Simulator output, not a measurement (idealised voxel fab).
Process module name: voxel transistor to metal
FYI the section here is cut, 285 nm wide, cells are 5 nm squares.
Think of the cross-section as a grid of square cells. We describe it in bands, top to bottom, and each band covers one or more rows of those cells. Each band's line starts with the height of the band's top and of its bottom, in nm. Then come its materials from left to right, each with its width in nm. One material with "everywhere" fills the band from edge to edge. "air" is empty space. Where do heights start? At 0: under that level the wafer as delivered is made of one material only. And the lowest band has no floor; it just carries on downward, as in "0 -> down". Graded width ("30..40"): value in top row of band = first number; value in bottom row = second number; row-to-row change constant. Given "nothing different" for a step, no cell of the cross-section differs between before and after that step. So "Voids, fully enclosed" is basically the list of trapped voids: any empty space of 8 cells or more that can't reach the top through an opening. They're written width x height at distance, the distance being from the left edge, and it's all nm. Read whatever lies past the settings on a step's line as the simulator's own remark about the step. The "overlay nm" setting may appear on a step's line; for a step that uses a mask, it gives how far to the right of its planned position the mask lay, and a negative value indicates the left.

[Process steps (planned)]
1) op RECEIVE | material Si
2) op OXIDIZE | depth nm 5
3) op CONFORMAL_DEP | material SiN | thk nm 10
4) op PATTERN | tone cover | mask id ACTIVE | material resist | width nm 115 | pitch nm 135 | thk nm 15 | overlay nm 0
5) op DIRECTIONAL_ETCH | etch materials SiN | depth nm 10
6) op DIRECTIONAL_ETCH | etch materials SiO2 | depth nm 5
7) op DIRECTIONAL_ETCH | etch materials Si | depth nm 20
8) op STRIP | etch materials resist
9) op FILL_DEP | material SiO2 | thk nm 15
10) op CMP | height nm 10
11) op SELECTIVE_ETCH | etch materials SiO2 | depth nm 10
12) op STRIP | etch materials SiN
13) op SELECTIVE_ETCH | etch materials SiO2 | depth nm 5
14) op OXIDIZE | depth nm 5
15) op DIRECTIONAL_DEP | material polySi | thk nm 25
16) op DIRECTIONAL_DEP | material SiCN | thk nm 10
17) op MASKED_ETCH | tone cover | mask id GATE | width nm 15 | pitch nm 135 | etch materials SiCN | depth nm 20 | overlay nm 0
18) op MASKED_ETCH | tone cover | mask id GATE | width nm 15 | pitch nm 135 | etch materials polySi | depth nm 35 | overlay nm 0
19) op CONFORMAL_DEP | material SiN | thk nm 5
20) op DIRECTIONAL_ETCH | etch materials SiN | depth nm 5
21) op DIRECTIONAL_ETCH | etch materials SiO2 | depth nm 5
22) op EPI | material nSi | thk nm 5
23) op FILL_DEP | material SiO2 | thk nm 5
24) op CMP | height nm 30
25) op DIRECTIONAL_DEP | material SiO2 | thk nm 15
26) op MASKED_ETCH | tone open | mask id CONTACT | width nm 20 | etch materials SiO2 | depth nm 50 | overlay nm 0
27) op CONFORMAL_DEP | material TiN | thk nm 5
28) op FILL_DEP | material W | thk nm 5
29) op CMP | height nm 45
30) op CONFORMAL_DEP | material SiCN | thk nm 5
31) op DIRECTIONAL_DEP | material SiO2 | thk nm 25
32) op PATTERN | tone open | mask id METAL_1 | material resist | width nm 20 | thk nm 20 | overlay nm 0
33) op DIRECTIONAL_ETCH | etch materials SiO2 | depth nm 25
34) op DIRECTIONAL_ETCH | etch materials SiCN | depth nm 5
35) op STRIP | etch materials resist
36) op CONFORMAL_DEP | material TiN | thk nm 5
37) op FILL_DEP | material Cu | thk nm 10
38) op CMP | height nm 75
39) op CONFORMAL_DEP | material SiCN | thk nm 5

[As-received wafer cross-section (after step 1)]
0 -> down | Si everywhere
Voids, fully enclosed: none

[End-of-module cross-section of the first of two wafers, processed as planned]
80 -> 75 | SiCN everywhere
75 -> 50 | 25 SiO2; 5 TiN; 10 Cu; 5 TiN; 55 SiO2; 5 TiN; 10 Cu; 5 TiN; 40 SiO2; 5 TiN; 10 Cu; 5 TiN; 55 SiO2; 5 TiN; 10 Cu; 5 TiN; 30 SiO2
50 -> 45 | 25 SiCN; 20 TiN; 55 SiCN; 20 TiN; 40 SiCN; 20 TiN; 55 SiCN; 20 TiN; 30 SiCN
45 -> 30 | 25 SiO2; 5 TiN; 10 W; 5 TiN; 55 SiO2; 5 TiN; 10 W; 5 TiN; 40 SiO2; 5 TiN; 10 W; 5 TiN; 55 SiO2; 5 TiN; 10 W; 5 TiN; 30 SiO2
30 -> 20 | 25 SiO2; 5 TiN; 10 W; 5 TiN; 15 SiO2; 5 SiN; 15 SiCN; 5 SiN; 15 SiO2; 5 TiN; 10 W; 5 TiN; 40 SiO2; 5 TiN; 10 W; 5 TiN; 15 SiO2; 5 SiN; 15 SiCN; 5 SiN; 15 SiO2; 5 TiN; 10 W; 5 TiN; 30 SiO2
20 -> 0 | 25 SiO2; 5 TiN; 10 W; 5 TiN; 15 SiO2; 5 SiN; 15 polySi; 5 SiN; 15 SiO2; 5 TiN; 10 W; 5 TiN; 40 SiO2; 5 TiN; 10 W; 5 TiN; 15 SiO2; 5 SiN; 15 polySi; 5 SiN; 15 SiO2; 5 TiN; 10 W; 5 TiN; 30 SiO2
0 -> -5 | 25 SiO2; 20 TiN; 15 SiO2; 5 SiN; 15 polySi; 5 SiN; 15 SiO2; 20 TiN; 40 SiO2; 20 TiN; 15 SiO2; 5 SiN; 15 polySi; 5 SiN; 15 SiO2; 20 TiN; 30 SiO2
-5 -> -10 | 10 SiO2; 50 nSi; 25 SiO2; 50 nSi; 10 SiO2; 50 nSi; 25 SiO2; 50 nSi; 15 SiO2
-10 -> -25 | 15 SiO2; 115 Si; 20 SiO2; 115 Si; 20 SiO2
-25 -> down | Si everywhere
Voids, fully enclosed: none

[Second wafer of the two, sectioned at the end of the module. It began like the first and followed the same plan, but one mistake was made while running it]
80 -> 75 | SiCN everywhere
75 -> 50 | 25 SiO2; 5 TiN; 10 Cu; 5 TiN; 55 SiO2; 5 TiN; 10 Cu; 5 TiN; 40 SiO2; 5 TiN; 10 Cu; 5 TiN; 55 SiO2; 5 TiN; 10 Cu; 5 TiN; 30 SiO2
50 -> 45 | 25 SiCN; 20 TiN; 55 SiCN; 20 TiN; 40 SiCN; 20 TiN; 55 SiCN; 20 TiN; 30 SiCN
45 -> 30 | 25 SiO2; 5 TiN; 10 W; 5 TiN; 55 SiO2; 5 TiN; 10 W; 5 TiN; 40 SiO2; 5 TiN; 10 W; 5 TiN; 55 SiO2; 5 TiN; 10 W; 5 TiN; 30 SiO2
30 -> 20 | 25 SiO2; 5 TiN; 10 W; 5 TiN; 15 SiO2; 5 SiN; 15 SiCN; 5 SiN; 15 SiO2; 5 TiN; 10 W; 5 TiN; 40 SiO2; 5 TiN; 10 W; 5 TiN; 15 SiO2; 5 SiN; 15 SiCN; 5 SiN; 15 SiO2; 5 TiN; 10 W; 5 TiN; 30 SiO2
20 -> 0 | 25 SiO2; 5 TiN; 10 W; 5 TiN; 15 SiO2; 5 SiN; 15 polySi; 5 SiN; 15 SiO2; 5 TiN; 10 W; 5 TiN; 40 SiO2; 5 TiN; 10 W; 5 TiN; 15 SiO2; 5 SiN; 15 polySi; 5 SiN; 15 SiO2; 5 TiN; 10 W; 5 TiN; 30 SiO2
0 -> -5 | 25 SiO2; 20 TiN; 15 SiO2; 5 SiN; 15 polySi; 5 SiN; 15 SiO2; 20 TiN; 40 SiO2; 20 TiN; 15 SiO2; 5 SiN; 15 polySi; 5 SiN; 15 SiO2; 20 TiN; 30 SiO2
-5 -> -10 | 10 SiO2; 50 nSi; 25 SiO2; 50 nSi; 10 SiO2; 50 nSi; 25 SiO2; 50 nSi; 15 SiO2
-10 -> -45 | 15 SiO2; 115 Si; 20 SiO2; 115 Si; 20 SiO2
-45 -> down | Si everywhere
Voids, fully enclosed: none
The plan and the run diverged here: heads up, step 7 of the plan got done twice
It is noted that, at the conclusion of processing, the second wafer exhibits a higher or lower cell count for certain materials relative to the first: Si: 44 fewer; SiO2: 44 more
